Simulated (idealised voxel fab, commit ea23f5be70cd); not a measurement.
process module | voxel self aligned vias
cross-section cut | 300 nm wide | cells 5 nm
A cross-section is a grid of square cells, given in bands from the top down. A band is one or more rows of cells.
Each band's line starts with the height of the band's top and of its bottom, in nm. Then come its materials from left to right, each with its width in nm. One material with "throughout" fills the band from edge to edge. "air" is empty space.
Height 0 is the level under which the wafer as received is all one material. The lowest band goes on downwards, as in "0 down".
A width such as "30 to 40" changes by the same amount from each row of cells to the next, from the band's top row to its bottom row.
"no change" after a step means that no cell of the cross-section changed.
closed voids: empty space of 8 cells or more with no open way to the top, each as width x height at its distance from the left edge, in nm
after a step's settings: what the simulator itself notes on the step
overlay nm, on a step with a mask: how far to the right of its planned place the mask lay; to the left if negative
plan
1 op RECEIVE | material Si
2 op CONFORMAL_DEP | material SiO2 | thk nm 10
3 op CONFORMAL_DEP | material SiCN | thk nm 5
4 op DIRECTIONAL_DEP | material lowk | thk nm 20
5 op DIRECTIONAL_DEP | material aC | thk nm 10
6 op PATTERN | tone open | mask id LINES | material resist | width nm 20 | pitch nm 70 | thk nm 30 | overlay nm 0
7 op DIRECTIONAL_ETCH | etch materials aC | depth nm 10
8 op STRIP | etch materials resist
9 op DIRECTIONAL_ETCH | etch materials lowk | depth nm 20
10 op STRIP | etch materials aC
11 op CONFORMAL_DEP | material TiN | thk nm 5
12 op FILL_DEP | material W | thk nm 10
13 op CMP | height nm 35
14 op SELECTIVE_ETCH | etch materials W Ru TiN | depth nm 5
15 op FILL_DEP | material SiN | thk nm 5
16 op CMP | height nm 35
17 op DIRECTIONAL_DEP | material lowk | thk nm 20
18 op PATTERN | tone open | mask id VIAS | material resist | width nm 40 | thk nm 20 | overlay nm 0
19 op DIRECTIONAL_ETCH | etch materials lowk | depth nm 20
20 op DIRECTIONAL_ETCH | etch materials SiN | depth nm 5
21 op STRIP | etch materials resist
22 op CONFORMAL_DEP | material TiN | thk nm 5
23 op FILL_DEP | material W | thk nm 10
24 op CMP | height nm 55
25 op CONFORMAL_DEP | material SiN | thk nm 5
as received, after step 1
  0 down: Si throughout
  closed voids: none
first wafer at the end, as planned
  60 to 55: SiN throughout
  55 to 40: lowk 95 | TiN 5 | W 30 | TiN 5 | lowk 165
  40 to 35: lowk 95 | TiN 15 | W 10 | TiN 15 | lowk 165
  35 to 30: lowk 105 | TiN 20 | lowk 50 | SiN 20 | lowk 105
  30 to 20: lowk 105 | TiN 5 | W 10 | TiN 5 | lowk 50 | TiN 5 | W 10 | TiN 5 | lowk 105
  20 to 15: lowk 105 | TiN 20 | lowk 50 | TiN 20 | lowk 105
  15 to 10: SiCN throughout
  10 to 0: SiO2 throughout
  0 down: Si throughout
  closed voids: none
second wafer at the end: like start, like plan, one mistake
  60 to 55: SiN throughout
  55 to 40: lowk 95 | TiN 5 | W 30 | TiN 5 | lowk 165
  40 to 35: lowk 95 | TiN 40 | lowk 165
  35 to 30: SiCN throughout
  30 to 10: lowk throughout
  10 to 0: SiO2 throughout
  0 down: Si throughout
  closed voids: none
what went wrong: steps 3 and 4 were swapped
at the end the second wafer has, in cells: 4 fewer of SiN | 18 fewer of TiN | 10 fewer of W | 32 more of lowk
